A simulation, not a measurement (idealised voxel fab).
Title: Process Module voxel capacitor over wiring
The cross-section shown here is cut; it is 240 nm wide and divided into square cells measuring 5 nm on a side.
Bands, listed from the top down, are how a cross-section gets written in this document; the cross-section itself is a grid of square cells, and a band is one or more rows of them. Heads up on the band format: heights come first, top then bottom, in nm. After that it's the materials left to right, each with its width in nm. A single material flagged "all across" fills the whole band edge to edge, and "blank" means there's empty space there. Convention: height 0 is the level below which the wafer, as received, is all one material. The lowest band does not terminate at the bottom but continues downward, represented as "0 and below". The width entry "30 to 40" should be interpreted row by row: the top row of cells in the band takes the first number, the bottom row takes the second number, and the change between adjacent rows is uniform throughout. "remained the same" after a step means that no cell of the cross-section changed. "Closed void listing" lists enclosed empty spaces (at least 8 cells, no open path upward to the top), each as width x height at distance from the left edge, in nm. Read whatever lies past the settings on a step's line as the simulator's own remark about the step. Among the settings permitted on a step's line is "overlay nm"; applied to a step with a mask, it specifies the extent to which the mask lay to the right of its planned position, whereas a negative figure signifies a position to the left.
# Process steps (planned)
step 1: RECEIVE,material Si
step 2: CONFORMAL_DEP,material SiO2,thk nm 10
step 3: CONFORMAL_DEP,material SiCN,thk nm 5
step 4: DIRECTIONAL_DEP,material SiO2,thk nm 15
step 5: DIRECTIONAL_DEP,material aC,thk nm 10
step 6: PATTERN,tone open,mask id METAL_1,material resist,width nm 20,pitch nm 80,thk nm 30,overlay nm 0
step 7: DIRECTIONAL_ETCH,etch materials aC,depth nm 10
step 8: STRIP,etch materials resist
step 9: DIRECTIONAL_ETCH,etch materials SiO2,depth nm 15
step 10: DIRECTIONAL_ETCH,etch materials SiCN,depth nm 5
step 11: STRIP,etch materials aC
step 12: CONFORMAL_DEP,material TiN,thk nm 5
step 13: FILL_DEP,material W,thk nm 10
step 14: CMP,height nm 30
step 15: EPI,material Ru,thk nm 5
step 16: FILL_DEP,material SiCN,thk nm 5
step 17: DIRECTIONAL_DEP,material lowk,thk nm 15
step 18: MASKED_ETCH,tone open,mask id PLUG_1,width nm 15,etch materials lowk,depth nm 15,overlay nm 0
step 19: MASKED_ETCH,tone open,mask id PLUG_1,width nm 15,etch materials SiCN,depth nm 5,overlay nm 0
step 20: CONFORMAL_DEP,material TiN,thk nm 5
step 21: FILL_DEP,material Ru,thk nm 5
step 22: CMP,height nm 55
step 23: DIRECTIONAL_DEP,material TiN,thk nm 5
step 24: DIRECTIONAL_DEP,material SiN,thk nm 5
step 25: DIRECTIONAL_DEP,material TiN,thk nm 5
step 26: MASKED_ETCH,tone cover,mask id UPPER_PLATE,width nm 65,etch materials TiN,depth nm 5,overlay nm 0
step 27: MASKED_ETCH,tone cover,mask id UPPER_PLATE,width nm 65,etch materials SiN,depth nm 5,overlay nm 0
step 28: DIRECTIONAL_DEP,material aC,thk nm 15
step 29: PATTERN,tone cover,mask id LOWER_PLATE,material resist,width nm 75,thk nm 30,overlay nm 0
step 30: DIRECTIONAL_ETCH,etch materials aC,depth nm 15
step 31: STRIP,etch materials resist
step 32: DIRECTIONAL_ETCH,etch materials TiN,depth nm 5
step 33: STRIP,etch materials aC
step 34: FILL_DEP,material SiO2,thk nm 20
step 35: CMP,height nm 85
step 36: PATTERN,tone open,mask id PLUG_2,material resist,width nm 15,thk nm 15,overlay nm 0
step 37: DIRECTIONAL_ETCH,etch materials SiO2,depth nm 15
step 38: STRIP,etch materials resist
step 39: CONFORMAL_DEP,material TiN,thk nm 5
step 40: FILL_DEP,material Cu,thk nm 10
step 41: CMP,height nm 85
step 42: CONFORMAL_DEP,material SiCN,thk nm 5
# Account of the first of two wafers, which was processed as intended
# Received-state cross-section, reflecting completion of step 1
	0 and below = Si all across
	Closed void listing: none
# Sectional view: wafer, after step 2
	10 down to 0 = SiO2 all across
	Heights below 0 show no change.
# Sectional view: wafer, after step 3
	15 down to 10 = SiCN all across
	Heights below 10 show no change.
# Sectional view: wafer, after step 4
	30 down to 15 = SiO2 all across
	Heights below 15 show no change.
# Sectional view: wafer, after step 5
	40 down to 30 = aC all across
	Heights below 30 show no change.
# Sectional view: wafer, after step 6
	70 down to 40 = 70 of resist | 20 of blank | 60 of resist | 20 of blank | 70 of resist
	Heights below 40 show no change.
# Sectional view: wafer, after step 7
	60 down to 40 = 70 of resist | 20 of blank | 60 of resist | 20 of blank | 70 of resist
	40 down to 30 = 70 of aC | 20 of blank | 60 of aC | 20 of blank | 70 of aC
	Heights below 30 show no change.
# Sectional view: wafer, after step 8
	40 down to 30 = 70 of aC | 20 of blank | 60 of aC | 20 of blank | 70 of aC
	Heights below 30 show no change.
# Sectional view: wafer, after step 9
	40 down to 30 = 70 of aC | 20 of blank | 60 of aC | 20 of blank | 70 of aC
	30 down to 15 = 70 of SiO2 | 20 of blank | 60 of SiO2 | 20 of blank | 70 of SiO2
	Heights below 15 show no change.
# Sectional view: wafer, after step 10
	40 down to 30 = 70 of aC | 20 of blank | 60 of aC | 20 of blank | 70 of aC
	30 down to 15 = 70 of SiO2 | 20 of blank | 60 of SiO2 | 20 of blank | 70 of SiO2
	15 down to 10 = 70 of SiCN | 20 of blank | 60 of SiCN | 20 of blank | 70 of SiCN
	Heights below 10 show no change.
# Sectional view: wafer, after step 11
	30 down to 15 = 70 of SiO2 | 20 of blank | 60 of SiO2 | 20 of blank | 70 of SiO2
	Heights below 15 show no change.
# Sectional view: wafer, after step 12
	35 down to 30 = 75 of TiN | 10 of blank | 70 of TiN | 10 of blank | 75 of TiN
	30 down to 15 = 70 of SiO2 | 5 of TiN | 10 of blank | 5 of TiN | 60 of SiO2 | 5 of TiN | 10 of blank | 5 of TiN | 70 of SiO2
	15 down to 10 = 70 of SiCN | 20 of TiN | 60 of SiCN | 20 of TiN | 70 of SiCN
	Heights below 10 show no change.
# Sectional view: wafer, after step 13
	45 down to 35 = W all across
	35 down to 30 = 75 of TiN | 10 of W | 70 of TiN | 10 of W | 75 of TiN
	30 down to 15 = 70 of SiO2 | 5 of TiN | 10 of W | 5 of TiN | 60 of SiO2 | 5 of TiN | 10 of W | 5 of TiN | 70 of SiO2
	Heights below 15 show no change.
# Sectional view: wafer, after step 14
	30 down to 15 = 70 of SiO2 | 5 of TiN | 10 of W | 5 of TiN | 60 of SiO2 | 5 of TiN | 10 of W | 5 of TiN | 70 of SiO2
	Heights below 15 show no change.
# Sectional view: wafer, after step 15
	35 down to 30 = 65 of blank | 30 of Ru | 50 of blank | 30 of Ru | 65 of blank
	Heights below 30 show no change.
# Sectional view: wafer, after step 16
	40 down to 35 = SiCN all across
	35 down to 30 = 65 of SiCN | 30 of Ru | 50 of SiCN | 30 of Ru | 65 of SiCN
	Heights below 30 show no change.
# Sectional view: wafer, after step 17
	55 down to 40 = lowk all across
	Heights below 40 show no change.
# Sectional view: wafer, after step 18
	55 down to 40 = 75 of lowk | 15 of blank | 150 of lowk
	Heights below 40 show no change.
# Sectional view: wafer, after step 19
	55 down to 40 = 75 of lowk | 15 of blank | 150 of lowk
	40 down to 35 = 75 of SiCN | 15 of blank | 150 of SiCN
	Heights below 35 show no change.
# Sectional view: wafer, after step 20
	60 down to 55 = 80 of TiN | 5 of blank | 155 of TiN
	55 down to 40 = 75 of lowk | 5 of TiN | 5 of blank | 5 of TiN | 150 of lowk
	40 down to 35 = 75 of SiCN | 15 of TiN | 150 of SiCN
	Heights below 35 show no change.
# Sectional view: wafer, after step 21
	65 down to 60 = Ru all across
	60 down to 55 = 80 of TiN | 5 of Ru | 155 of TiN
	55 down to 40 = 75 of lowk | 5 of TiN | 5 of Ru | 5 of TiN | 150 of lowk
	Heights below 40 show no change.
# Sectional view: wafer, after step 22
	55 down to 40 = 75 of lowk | 5 of TiN | 5 of Ru | 5 of TiN | 150 of lowk
	Heights below 40 show no change.
# Sectional view: wafer, after step 23
	60 down to 55 = TiN all across
	Heights below 55 show no change.
# Sectional view: wafer, after step 24
	65 down to 60 = SiN all across
	Heights below 60 show no change.
# Sectional view: wafer, after step 25
	70 down to 65 = TiN all across
	Heights below 65 show no change.
# Sectional view: wafer, after step 26
	70 down to 65 = 75 of blank | 65 of TiN | 100 of blank
	Heights below 65 show no change.
# Sectional view: wafer, after step 27
	70 down to 65 = 75 of blank | 65 of TiN | 100 of blank
	65 down to 60 = 75 of blank | 65 of SiN | 100 of blank
	Heights below 60 show no change.
# Sectional view: wafer, after step 28
	85 down to 75 = 75 of blank | 65 of aC | 100 of blank
	75 down to 70 = aC all across
	70 down to 65 = 75 of aC | 65 of TiN | 100 of aC
	65 down to 60 = 75 of aC | 65 of SiN | 100 of aC
	Heights below 60 show no change.
# Sectional view: wafer, after step 29
	115 down to 85 = 70 of blank | 75 of resist | 95 of blank
	85 down to 75 = 70 of blank | 5 of resist | 65 of aC | 5 of resist | 95 of blank
	Heights below 75 show no change.
# Sectional view: wafer, after step 30
	100 down to 85 = 70 of blank | 75 of resist | 95 of blank
	85 down to 75 = 70 of blank | 5 of resist | 65 of aC | 5 of resist | 95 of blank
	75 down to 70 = 70 of blank | 75 of aC | 95 of blank
	70 down to 65 = 70 of blank | 5 of aC | 65 of TiN | 5 of aC | 95 of blank
	65 down to 60 = 70 of blank | 5 of aC | 65 of SiN | 5 of aC | 95 of blank
	Heights below 60 show no change.
# Sectional view: wafer, after step 31
	85 down to 75 = 75 of blank | 65 of aC | 100 of blank
	Heights below 75 show no change.
# Sectional view: wafer, after step 32
	85 down to 75 = 75 of blank | 65 of aC | 100 of blank
	75 down to 70 = 70 of blank | 75 of aC | 95 of blank
	70 down to 65 = 70 of blank | 5 of aC | 65 of TiN | 5 of aC | 95 of blank
	65 down to 60 = 70 of blank | 5 of aC | 65 of SiN | 5 of aC | 95 of blank
	60 down to 55 = 70 of blank | 75 of TiN | 95 of blank
	Heights below 55 show no change.
# Sectional view: wafer, after step 33
	70 down to 65 = 75 of blank | 65 of TiN | 100 of blank
	65 down to 60 = 75 of blank | 65 of SiN | 100 of blank
	Heights below 60 show no change.
# Sectional view: wafer, after step 34
	90 down to 70 = SiO2 all across
	70 down to 65 = 75 of SiO2 | 65 of TiN | 100 of SiO2
	65 down to 60 = 75 of SiO2 | 65 of SiN | 100 of SiO2
	60 down to 55 = 70 of SiO2 | 75 of TiN | 95 of SiO2
	Heights below 55 show no change.
# Sectional view: wafer, after step 35
	85 down to 70 = SiO2 all across
	Heights below 70 show no change.
# Sectional view: wafer, after step 36
	100 down to 85 = 85 of resist | 15 of blank | 140 of resist
	Heights below 85 show no change.
# Sectional view: wafer, after step 37
	100 down to 85 = 85 of resist | 15 of blank | 140 of resist
	85 down to 70 = 85 of SiO2 | 15 of blank | 140 of SiO2
	Heights below 70 show no change.
# Sectional view: wafer, after step 38
	85 down to 70 = 85 of SiO2 | 15 of blank | 140 of SiO2
	Heights below 70 show no change.
# Sectional view: wafer, after step 39
	90 down to 85 = 90 of TiN | 5 of blank | 145 of TiN
	85 down to 75 = 85 of SiO2 | 5 of TiN | 5 of blank | 5 of TiN | 140 of SiO2
	75 down to 65 = 85 to 75 of SiO2 | 15 to 65 of TiN | 140 to 100 of SiO2
	Heights below 65 show no change.
# Sectional view: wafer, after step 40
	100 down to 90 = Cu all across
	90 down to 85 = 90 of TiN | 5 of Cu | 145 of TiN
	85 down to 75 = 85 of SiO2 | 5 of TiN | 5 of Cu | 5 of TiN | 140 of SiO2
	Heights below 75 show no change.
# Sectional view: wafer, after step 41
	85 down to 75 = 85 of SiO2 | 5 of TiN | 5 of Cu | 5 of TiN | 140 of SiO2
	Heights below 75 show no change.
# Sectional view: wafer, after step 42
	90 down to 85 = SiCN all across
	Heights below 85 show no change.
# Second wafer, same starting state and plan as the first, one mistake in the run, identical through step 28
# Cross-section of the second wafer corresponding to the planned conclusion of step 29
	115 down to 85 = 75 of blank | 70 of resist | 95 of blank
	85 down to 75 = 75 of blank | 65 of aC | 5 of resist | 95 of blank
	Heights below 75 show no change.
# Cross-section of the second wafer corresponding to the planned conclusion of step 30
	100 down to 85 = 75 of blank | 70 of resist | 95 of blank
	85 down to 75 = 75 of blank | 65 of aC | 5 of resist | 95 of blank
	75 down to 70 = 75 of blank | 70 of aC | 95 of blank
	70 down to 65 = 75 of blank | 65 of TiN | 5 of aC | 95 of blank
	65 down to 60 = 75 of blank | 65 of SiN | 5 of aC | 95 of blank
	Heights below 60 show no change.
# Cross-section of the second wafer corresponding to the planned conclusion of step 31
	85 down to 75 = 75 of blank | 65 of aC | 100 of blank
	Heights below 75 show no change.
# Cross-section of the second wafer corresponding to the planned conclusion of step 32
	85 down to 75 = 75 of blank | 65 of aC | 100 of blank
	75 down to 70 = 75 of blank | 70 of aC | 95 of blank
	70 down to 65 = 75 of blank | 65 of TiN | 5 of aC | 95 of blank
	65 down to 60 = 75 of blank | 65 of SiN | 5 of aC | 95 of blank
	60 down to 55 = 75 of blank | 70 of TiN | 95 of blank
	Heights below 55 show no change.
# Cross-section of the second wafer corresponding to the planned conclusion of step 33
	70 down to 65 = 75 of blank | 65 of TiN | 100 of blank
	65 down to 60 = 75 of blank | 65 of SiN | 100 of blank
	Heights below 60 show no change.
# Cross-section of the second wafer corresponding to the planned conclusion of step 34
	90 down to 70 = SiO2 all across
	70 down to 65 = 75 of SiO2 | 65 of TiN | 100 of SiO2
	65 down to 60 = 75 of SiO2 | 65 of SiN | 100 of SiO2
	60 down to 55 = 75 of SiO2 | 70 of TiN | 95 of SiO2
	Heights below 55 show no change.
# Cross-section of the second wafer corresponding to the planned conclusion of step 35
	85 down to 70 = SiO2 all across
	Heights below 70 show no change.
# Cross-section of the second wafer corresponding to the planned conclusion of step 36
	100 down to 85 = 85 of resist | 15 of blank | 140 of resist
	Heights below 85 show no change.
# Cross-section of the second wafer corresponding to the planned conclusion of step 37
	100 down to 85 = 85 of resist | 15 of blank | 140 of resist
	85 down to 70 = 85 of SiO2 | 15 of blank | 140 of SiO2
	Heights below 70 show no change.
# Cross-section of the second wafer corresponding to the planned conclusion of step 38
	85 down to 70 = 85 of SiO2 | 15 of blank | 140 of SiO2
	Heights below 70 show no change.
# Cross-section of the second wafer corresponding to the planned conclusion of step 39
	90 down to 85 = 90 of TiN | 5 of blank | 145 of TiN
	85 down to 75 = 85 of SiO2 | 5 of TiN | 5 of blank | 5 of TiN | 140 of SiO2
	75 down to 65 = 85 to 75 of SiO2 | 15 to 65 of TiN | 140 to 100 of SiO2
	Heights below 65 show no change.
# Cross-section of the second wafer corresponding to the planned conclusion of step 40
	100 down to 90 = Cu all across
	90 down to 85 = 90 of TiN | 5 of Cu | 145 of TiN
	85 down to 75 = 85 of SiO2 | 5 of TiN | 5 of Cu | 5 of TiN | 140 of SiO2
	Heights below 75 show no change.
# Cross-section of the second wafer corresponding to the planned conclusion of step 41
	85 down to 75 = 85 of SiO2 | 5 of TiN | 5 of Cu | 5 of TiN | 140 of SiO2
	Heights below 75 show no change.
# Cross-section of the second wafer corresponding to the planned conclusion of step 42
	90 down to 85 = SiCN all across
	Heights below 85 show no change.
Deviation noted in wafer processing: note that step 29 departed from the planned setting and was carried out as PATTERN,tone cover,mask id LOWER_PLATE,material resist,width nm 70,thk nm 30,overlay nm 0
At the finish, the second wafer shows more or fewer cells for some materials than the first does: 1 more of SiO2 | 1 fewer of TiN
